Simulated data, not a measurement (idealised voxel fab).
Process module, titled voxel capacitor over wiring
Square cells of 5 nm make up the cross-section cut, whose width is 220 nm.
In what follows, cross-sections appear as grids of square cells, described through bands that run from the top down, where every band is one or more rows of cells.
Per band: top height and bottom height in nm, followed by the left-to-right materials and their widths in nm; "throughout" marks a single material spanning edge to edge, "empty" marks empty space.
We count height from 0. Below that, the starting wafer is all one material. The lowest band never ends at the bottom but goes on down; see "z 0 and below" for how that is written.
A width such as "30 to 40" changes by the same amount from each row of cells to the next, from the band's top row to its bottom row.
Reading "stayed the same" for a step: not a cell of the cross-section changed in it.
This entry, "Voids lacking openings", enumerates those empty regions of no fewer than 8 cells that possess no open connection to the top. Each region is reported in the form width x height at distance, the distance being taken from the left edge, with all three quantities expressed in nm.
Note: text after step settings on the step line = simulator remark on that step.
You can add "overlay nm" to a step's line. For a step with a mask, it describes how far the mask lay to the right of its planned position, and a negative number describes a lay to the left.

Listed below are the process steps as planned
| 1 | RECEIVE | material Si |
| 2 | CONFORMAL_DEP | material SiO2 | thk nm 10 |
| 3 | CONFORMAL_DEP | material SiN | thk nm 5 |
| 4 | DIRECTIONAL_DEP | material SiO2 | thk nm 15 |
| 5 | PATTERN | tone open | mask id METAL_1 | material resist | width nm 20 | pitch nm 80 | thk nm 20 | overlay nm 0 |
| 6 | DIRECTIONAL_ETCH | etch materials SiO2 | depth nm 15 |
| 7 | DIRECTIONAL_ETCH | etch materials SiN | depth nm 5 |
| 8 | STRIP | etch materials resist |
| 9 | CONFORMAL_DEP | material TiN | thk nm 5 |
| 10 | FILL_DEP | material Ru | thk nm 10 |
| 11 | CMP | height nm 30 |
| 12 | EPI | material Ru | thk nm 5 |
| 13 | FILL_DEP | material SiCN | thk nm 5 |
| 14 | DIRECTIONAL_DEP | material lowk | thk nm 20 |
| 15 | DIRECTIONAL_DEP | material aC | thk nm 10 |
| 16 | PATTERN | tone open | mask id PLUG_1 | material resist | width nm 15 | thk nm 25 | overlay nm 0 |
| 17 | DIRECTIONAL_ETCH | etch materials aC | depth nm 10 |
| 18 | STRIP | etch materials resist |
| 19 | DIRECTIONAL_ETCH | etch materials lowk | depth nm 20 |
| 20 | DIRECTIONAL_ETCH | etch materials SiCN | depth nm 5 |
| 21 | STRIP | etch materials aC |
| 22 | EPI | material Ru | thk nm 10 |
| 23 | EPI | material Ru | thk nm 10 |
| 24 | EPI | material Ru | thk nm 5 |
| 25 | DIRECTIONAL_DEP | material TiN | thk nm 5 |
| 26 | DIRECTIONAL_DEP | material Al2O3 | thk nm 5 |
| 27 | DIRECTIONAL_DEP | material TiN | thk nm 5 |
| 28 | DIRECTIONAL_DEP | material aC | thk nm 15 |
| 29 | PATTERN | tone cover | mask id UPPER_PLATE | material resist | width nm 65 | thk nm 35 | overlay nm 0 |
| 30 | DIRECTIONAL_ETCH | etch materials aC | depth nm 15 |
| 31 | STRIP | etch materials resist |
| 32 | DIRECTIONAL_ETCH | etch materials TiN | depth nm 5 |
| 33 | DIRECTIONAL_ETCH | etch materials Al2O3 | depth nm 5 |
| 34 | STRIP | etch materials aC |
| 35 | DIRECTIONAL_DEP | material aC | thk nm 15 |
| 36 | PATTERN | tone cover | mask id LOWER_PLATE | material resist | width nm 75 | thk nm 35 | overlay nm 0 |
| 37 | DIRECTIONAL_ETCH | etch materials aC | depth nm 15 |
| 38 | STRIP | etch materials resist |
| 39 | DIRECTIONAL_ETCH | etch materials TiN | depth nm 5 |
| 40 | STRIP | etch materials aC |
| 41 | FILL_DEP | material SiO2 | thk nm 15 |
| 42 | CMP | height nm 85 |
| 43 | PATTERN | tone open | mask id PLUG_2 | material resist | width nm 15 | thk nm 15 | overlay nm 0 |
| 44 | DIRECTIONAL_ETCH | etch materials SiO2 | depth nm 10 |
| 45 | STRIP | etch materials resist |
| 46 | CONFORMAL_DEP | material TiN | thk nm 5 |
| 47 | FILL_DEP | material Cu | thk nm 10 |
| 48 | CMP | height nm 85 |
| 49 | CONFORMAL_DEP | material SiN | thk nm 5 |

Wafer, first of two, run as planned

As received, after step 1
- z 0 and below  Si throughout
- Voids lacking openings: none

The following cross-section depicts the wafer upon completion of step 2
- z 10 to 0  SiO2 throughout
- All layers under 0 are left as they were.

The following cross-section depicts the wafer upon completion of step 3
- z 15 to 10  SiN throughout
- All layers under 10 are left as they were.

The following cross-section depicts the wafer upon completion of step 4
- z 30 to 15  SiO2 throughout
- All layers under 15 are left as they were.

The following cross-section depicts the wafer upon completion of step 5
- z 50 to 30  60 of resist  20 of empty  60 of resist  20 of empty  60 of resist
- All layers under 30 are left as they were.

The following cross-section depicts the wafer upon completion of step 6
- z 50 to 30  60 of resist  20 of empty  60 of resist  20 of empty  60 of resist
- z 30 to 15  60 of SiO2  20 of empty  60 of SiO2  20 of empty  60 of SiO2
- All layers under 15 are left as they were.

The following cross-section depicts the wafer upon completion of step 7
- z 50 to 30  60 of resist  20 of empty  60 of resist  20 of empty  60 of resist
- z 30 to 15  60 of SiO2  20 of empty  60 of SiO2  20 of empty  60 of SiO2
- z 15 to 10  60 of SiN  20 of empty  60 of SiN  20 of empty  60 of SiN
- All layers under 10 are left as they were.

The following cross-section depicts the wafer upon completion of step 8
- z 30 to 15  60 of SiO2  20 of empty  60 of SiO2  20 of empty  60 of SiO2
- All layers under 15 are left as they were.

The following cross-section depicts the wafer upon completion of step 9
- z 35 to 30  65 of TiN  10 of empty  70 of TiN  10 of empty  65 of TiN
- z 30 to 15  60 of SiO2  5 of TiN  10 of empty  5 of TiN  60 of SiO2  5 of TiN  10 of empty  5 of TiN  60 of SiO2
- z 15 to 10  60 of SiN  20 of TiN  60 of SiN  20 of TiN  60 of SiN
- All layers under 10 are left as they were.

The following cross-section depicts the wafer upon completion of step 10
- z 45 to 35  Ru throughout
- z 35 to 30  65 of TiN  10 of Ru  70 of TiN  10 of Ru  65 of TiN
- z 30 to 15  60 of SiO2  5 of TiN  10 of Ru  5 of TiN  60 of SiO2  5 of TiN  10 of Ru  5 of TiN  60 of SiO2
- All layers under 15 are left as they were.

The following cross-section depicts the wafer upon completion of step 11
- z 30 to 15  60 of SiO2  5 of TiN  10 of Ru  5 of TiN  60 of SiO2  5 of TiN  10 of Ru  5 of TiN  60 of SiO2
- All layers under 15 are left as they were.

The following cross-section depicts the wafer upon completion of step 12
- z 35 to 30  55 of empty  30 of Ru  50 of empty  30 of Ru  55 of empty
- All layers under 30 are left as they were.

The following cross-section depicts the wafer upon completion of step 13
- z 40 to 35  SiCN throughout
- z 35 to 30  55 of SiCN  30 of Ru  50 of SiCN  30 of Ru  55 of SiCN
- All layers under 30 are left as they were.

The following cross-section depicts the wafer upon completion of step 14
- z 60 to 40  lowk throughout
- All layers under 40 are left as they were.

The following cross-section depicts the wafer upon completion of step 15
- z 70 to 60  aC throughout
- All layers under 60 are left as they were.

The following cross-section depicts the wafer upon completion of step 16
- z 95 to 70  65 of resist  15 of empty  140 of resist
- All layers under 70 are left as they were.

The following cross-section depicts the wafer upon completion of step 17
- z 85 to 70  65 of resist  15 of empty  140 of resist
- z 70 to 60  65 of aC  15 of empty  140 of aC
- All layers under 60 are left as they were.

The following cross-section depicts the wafer upon completion of step 18
- z 70 to 60  65 of aC  15 of empty  140 of aC
- All layers under 60 are left as they were.

The following cross-section depicts the wafer upon completion of step 19
- z 70 to 60  65 of aC  15 of empty  140 of aC
- z 60 to 40  65 of lowk  15 of empty  140 of lowk
- All layers under 40 are left as they were.

The following cross-section depicts the wafer upon completion of step 20
- z 70 to 60  65 of aC  15 of empty  140 of aC
- z 60 to 40  65 of lowk  15 of empty  140 of lowk
- z 40 to 35  65 of SiCN  15 of empty  140 of SiCN
- All layers under 35 are left as they were.

The following cross-section depicts the wafer upon completion of step 21
- z 60 to 40  65 of lowk  15 of empty  140 of lowk
- All layers under 40 are left as they were.

The following cross-section depicts the wafer upon completion of step 22
- z 60 to 45  65 of lowk  15 of empty  140 of lowk
- z 45 to 40  65 of lowk  15 of Ru  140 of lowk
- z 40 to 35  65 of SiCN  15 of Ru  140 of SiCN
- All layers under 35 are left as they were.

The following cross-section depicts the wafer upon completion of step 23
- z 60 to 55  65 of lowk  15 of empty  140 of lowk
- z 55 to 40  65 of lowk  15 of Ru  140 of lowk
- All layers under 40 are left as they were.

The following cross-section depicts the wafer upon completion of step 24
- z 60 to 40  65 of lowk  15 of Ru  140 of lowk
- All layers under 40 are left as they were.

The following cross-section depicts the wafer upon completion of step 25
- z 65 to 60  TiN throughout
- All layers under 60 are left as they were.

The following cross-section depicts the wafer upon completion of step 26
- z 70 to 65  Al2O3 throughout
- All layers under 65 are left as they were.

The following cross-section depicts the wafer upon completion of step 27
- z 75 to 70  TiN throughout
- All layers under 70 are left as they were.

The following cross-section depicts the wafer upon completion of step 28
- z 90 to 75  aC throughout
- All layers under 75 are left as they were.

The following cross-section depicts the wafer upon completion of step 29
- z 125 to 90  65 of empty  65 of resist  90 of empty
- All layers under 90 are left as they were.

The following cross-section depicts the wafer upon completion of step 30
- z 110 to 90  65 of empty  65 of resist  90 of empty
- z 90 to 75  65 of empty  65 of aC  90 of empty
- All layers under 75 are left as they were.

The following cross-section depicts the wafer upon completion of step 31
- z 90 to 75  65 of empty  65 of aC  90 of empty
- All layers under 75 are left as they were.

The following cross-section depicts the wafer upon completion of step 32
- z 90 to 75  65 of empty  65 of aC  90 of empty
- z 75 to 70  65 of empty  65 of TiN  90 of empty
- All layers under 70 are left as they were.

The following cross-section depicts the wafer upon completion of step 33
- z 90 to 75  65 of empty  65 of aC  90 of empty
- z 75 to 70  65 of empty  65 of TiN  90 of empty
- z 70 to 65  65 of empty  65 of Al2O3  90 of empty
- All layers under 65 are left as they were.

The following cross-section depicts the wafer upon completion of step 34
- z 75 to 70  65 of empty  65 of TiN  90 of empty
- All layers under 70 are left as they were.

The following cross-section depicts the wafer upon completion of step 35
- z 90 to 80  65 of empty  65 of aC  90 of empty
- z 80 to 75  aC throughout
- z 75 to 70  65 of aC  65 of TiN  90 of aC
- z 70 to 65  65 of aC  65 of Al2O3  90 of aC
- All layers under 65 are left as they were.

The following cross-section depicts the wafer upon completion of step 36
- z 125 to 90  60 of empty  75 of resist  85 of empty
- z 90 to 80  60 of empty  5 of resist  65 of aC  5 of resist  85 of empty
- All layers under 80 are left as they were.

The following cross-section depicts the wafer upon completion of step 37
- z 110 to 90  60 of empty  75 of resist  85 of empty
- z 90 to 80  60 of empty  5 of resist  65 of aC  5 of resist  85 of empty
- z 80 to 75  60 of empty  75 of aC  85 of empty
- z 75 to 70  60 of empty  5 of aC  65 of TiN  5 of aC  85 of empty
- z 70 to 65  60 of empty  5 of aC  65 of Al2O3  5 of aC  85 of empty
- All layers under 65 are left as they were.

The following cross-section depicts the wafer upon completion of step 38
- z 90 to 80  65 of empty  65 of aC  90 of empty
- All layers under 80 are left as they were.

The following cross-section depicts the wafer upon completion of step 39
- z 90 to 80  65 of empty  65 of aC  90 of empty
- z 80 to 75  60 of empty  75 of aC  85 of empty
- z 75 to 70  60 of empty  5 of aC  65 of TiN  5 of aC  85 of empty
- z 70 to 65  60 of empty  5 of aC  65 of Al2O3  5 of aC  85 of empty
- z 65 to 60  60 of empty  75 of TiN  85 of empty
- All layers under 60 are left as they were.

The following cross-section depicts the wafer upon completion of step 40
- z 75 to 70  65 of empty  65 of TiN  90 of empty
- z 70 to 65  65 of empty  65 of Al2O3  90 of empty
- All layers under 65 are left as they were.

The following cross-section depicts the wafer upon completion of step 41
- z 90 to 75  SiO2 throughout
- z 75 to 70  65 of SiO2  65 of TiN  90 of SiO2
- z 70 to 65  65 of SiO2  65 of Al2O3  90 of SiO2
- z 65 to 60  60 of SiO2  75 of TiN  85 of SiO2
- All layers under 60 are left as they were.

The following cross-section depicts the wafer upon completion of step 42
- z 85 to 75  SiO2 throughout
- All layers under 75 are left as they were.

The following cross-section depicts the wafer upon completion of step 43
- z 100 to 85  75 of resist  15 of empty  130 of resist
- All layers under 85 are left as they were.

The following cross-section depicts the wafer upon completion of step 44
- z 100 to 85  75 of resist  15 of empty  130 of resist
- z 85 to 75  75 of SiO2  15 of empty  130 of SiO2
- All layers under 75 are left as they were.

The following cross-section depicts the wafer upon completion of step 45
- z 85 to 75  75 of SiO2  15 of empty  130 of SiO2
- All layers under 75 are left as they were.

The following cross-section depicts the wafer upon completion of step 46
- z 90 to 85  80 of TiN  5 of empty  135 of TiN
- z 85 to 80  75 of SiO2  5 of TiN  5 of empty  5 of TiN  130 of SiO2
- z 80 to 70  75 to 65 of SiO2  15 to 65 of TiN  130 to 90 of SiO2
- All layers under 70 are left as they were.

The following cross-section depicts the wafer upon completion of step 47
- z 100 to 90  Cu throughout
- z 90 to 85  80 of TiN  5 of Cu  135 of TiN
- z 85 to 80  75 of SiO2  5 of TiN  5 of Cu  5 of TiN  130 of SiO2
- All layers under 80 are left as they were.

The following cross-section depicts the wafer upon completion of step 48
- z 85 to 80  75 of SiO2  5 of TiN  5 of Cu  5 of TiN  130 of SiO2
- All layers under 80 are left as they were.

The following cross-section depicts the wafer upon completion of step 49
- z 90 to 85  SiN throughout
- All layers under 85 are left as they were.

It is to be noted that the second wafer proceeded from the same initial state and according to the same plan as the first, although one mistake was committed in its execution; through step 47, inclusive, the two wafers share an identical history

Cross-section of the second wafer corresponding to the planned conclusion of step 48: stayed the same

Cross-section of the second wafer corresponding to the planned conclusion of step 49
- z 105 to 100  SiN throughout
- All layers under 100 are left as they were.
Misprocessing identified: step 48 in the plan did not get run; it was skipped
End of process, cell counts, second wafer against first, materials with more or fewer: Cu +89, TiN +43
